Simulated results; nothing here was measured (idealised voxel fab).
Name of the process module below: voxel released beams
The cross-section shown here is cut; it is 270 nm wide and divided into square cells measuring 5 nm on a side.
Cross-section layout: square cells on a grid; listed as bands, top to bottom; a band spans one or more cell rows. Band: top and bottom heights (nm) first, top before bottom; then materials from left to right, widths in nm. "edge to edge" marks a sole material filling the band edge to edge. "empty" denotes empty space. Heights are reckoned from 0. Under this level, the received wafer is all of one material. The bottommost band is open-ended downward, for example "0..down". So if you see something like "30..40" for the width, read it as the top row of the band sitting at the first number and the bottom row at the second, with every row in between moving by the same amount as the last. For the purposes of this document, the phrase "remains unaltered" attached to a step denotes that no cell within the cross-section was modified by that step. Empty spaces without an open route to the top, at least 8 cells in extent, make up the entry "closed voids"; each is given as width x height at distance, where the distance is measured from the left edge, and all are in nm. What comes after the settings on a step's line is commentary from the simulator itself on that step. Among the settings permitted on a step's line is "overlay nm"; applied to a step with a mask, it specifies the extent to which the mask lay to the right of its planned position, whereas a negative figure signifies a position to the left.
### Process steps (planned)
| 1 | RECEIVE [material Si] |
| 2 | CONFORMAL_DEP [material SiN] [thk nm 5] |
| 3 | DIRECTIONAL_DEP [material SiO2] [thk nm 10] |
| 4 | MASKED_ETCH [tone open] [mask id ANCHOR] [width nm 35] [etch materials SiO2] [depth nm 10] [overlay nm 0] |
| 5 | CONFORMAL_DEP [material polySi] [thk nm 10] |
| 6 | DIRECTIONAL_DEP [material aC] [thk nm 15] |
| 7 | PATTERN [tone cover] [mask id BEAM] [material resist] [width nm 100] [thk nm 30] [overlay nm 0] |
| 8 | DIRECTIONAL_ETCH [etch materials aC] [depth nm 15] |
| 9 | STRIP [etch materials resist] |
| 10 | DIRECTIONAL_ETCH [etch materials polySi] [depth nm 10] |
| 11 | STRIP [etch materials aC] |
| 12 | STRIP [etch materials SiO2] |
### The following pertains to the first of two wafers, which was processed as planned
### Cross-section, incoming material, after step 1
0..down: Si edge to edge
closed voids: none
### Wafer after step 2 (cross-section)
5..0: SiN edge to edge
Lower than 0, everything is as it was.
### Wafer after step 3 (cross-section)
15..5: SiO2 edge to edge
Lower than 5, everything is as it was.
### Wafer after step 4 (cross-section)
15..5: 85 nm SiO2 | 35 nm empty | 150 nm SiO2
Lower than 5, everything is as it was.
### Wafer after step 5 (cross-section)
25..15: 95 nm polySi | 15 nm empty | 160 nm polySi
15..5: 85 nm SiO2 | 35 nm polySi | 150 nm SiO2
Lower than 5, everything is as it was.
### Wafer after step 6 (cross-section)
40..30: 95 nm aC | 15 nm empty | 160 nm aC
30..25: aC edge to edge
25..15: 95 nm polySi | 15 nm aC | 160 nm polySi
Lower than 15, everything is as it was.
### Wafer after step 7 (cross-section)
70..40: 80 nm empty | 100 nm resist | 90 nm empty
40..30: 95 nm aC | 15 nm resist | 160 nm aC
Lower than 30, everything is as it was.
### Wafer after step 8 (cross-section)
55..40: 80 nm empty | 100 nm resist | 90 nm empty
40..30: 80 nm empty | 15 nm aC | 15 nm resist | 70 nm aC | 90 nm empty
30..25: 80 nm empty | 100 nm aC | 90 nm empty
Lower than 25, everything is as it was.
### Wafer after step 9 (cross-section)
40..30: 80 nm empty | 15 nm aC | 15 nm empty | 70 nm aC | 90 nm empty
Lower than 30, everything is as it was.
### Wafer after step 10 (cross-section)
40..30: 80 nm empty | 15 nm aC | 15 nm empty | 70 nm aC | 90 nm empty
30..25: 80 nm empty | 100 nm aC | 90 nm empty
25..15: 80 nm empty | 15 nm polySi | 15 nm aC | 70 nm polySi | 90 nm empty
Lower than 15, everything is as it was.
### Wafer after step 11 (cross-section)
25..15: 80 nm empty | 15 nm polySi | 15 nm empty | 70 nm polySi | 90 nm empty
Lower than 15, everything is as it was.
### Wafer after step 12 (cross-section)
25..15: 80 nm empty | 15 nm polySi | 15 nm empty | 70 nm polySi | 90 nm empty
15..5: 85 nm empty | 35 nm polySi | 150 nm empty
Lower than 5, everything is as it was.
### The second wafer began exactly as the first did and followed the same plan, but one mistake was made while running it; through step 4 inclusive, the two wafers are identical
### Here is the second wafer in cross-section at the point where step 5 of the plan should have been done
20..15: 90 nm polySi | 25 nm empty | 155 nm polySi
15..10: 85 nm SiO2 | 5 nm polySi | 25 nm empty | 5 nm polySi | 150 nm SiO2
10..5: 85 nm SiO2 | 35 nm polySi | 150 nm SiO2
Lower than 5, everything is as it was.
### Here is the second wafer in cross-section at the point where step 6 of the plan should have been done
35..25: 90 nm aC | 25 nm empty | 155 nm aC
25..20: aC edge to edge
20..15: 90 nm polySi | 25 nm aC | 155 nm polySi
15..10: 85 nm SiO2 | 5 nm polySi | 25 nm aC | 5 nm polySi | 150 nm SiO2
Lower than 10, everything is as it was.
### Here is the second wafer in cross-section at the point where step 7 of the plan should have been done
65..35: 80 nm empty | 100 nm resist | 90 nm empty
35..25: 90 nm aC | 25 nm resist | 155 nm aC
Lower than 25, everything is as it was.
### Here is the second wafer in cross-section at the point where step 8 of the plan should have been done
50..35: 80 nm empty | 100 nm resist | 90 nm empty
35..25: 80 nm empty | 10 nm aC | 25 nm resist | 65 nm aC | 90 nm empty
25..20: 80 nm empty | 100 nm aC | 90 nm empty
Lower than 20, everything is as it was.
### Here is the second wafer in cross-section at the point where step 9 of the plan should have been done
35..25: 80 nm empty | 10 nm aC | 25 nm empty | 65 nm aC | 90 nm empty
Lower than 25, everything is as it was.
### Here is the second wafer in cross-section at the point where step 10 of the plan should have been done
35..25: 80 nm empty | 10 nm aC | 25 nm empty | 65 nm aC | 90 nm empty
25..20: 80 nm empty | 100 nm aC | 90 nm empty
20..15: 80 nm empty | 10 nm polySi | 25 nm aC | 65 nm polySi | 90 nm empty
Lower than 15, everything is as it was.
### Here is the second wafer in cross-section at the point where step 11 of the plan should have been done
20..15: 80 nm empty | 10 nm polySi | 25 nm empty | 65 nm polySi | 90 nm empty
15..10: 85 nm SiO2 | 5 nm polySi | 25 nm empty | 5 nm polySi | 150 nm SiO2
Lower than 10, everything is as it was.
### Here is the second wafer in cross-section at the point where step 12 of the plan should have been done
20..10: 80..85 nm empty | 10..5 nm polySi | 25 nm empty | 65..5 nm polySi | 90..150 nm empty
10..5: 85 nm empty | 35 nm polySi | 150 nm empty
Lower than 5, everything is as it was.
What was the processing mistake? in deviation from the planned setting, step 5 was conducted as CONFORMAL_DEP [material polySi] [thk nm 5]
Final wafer comparison in cells, second versus first, more or fewer per material: -24 polySi
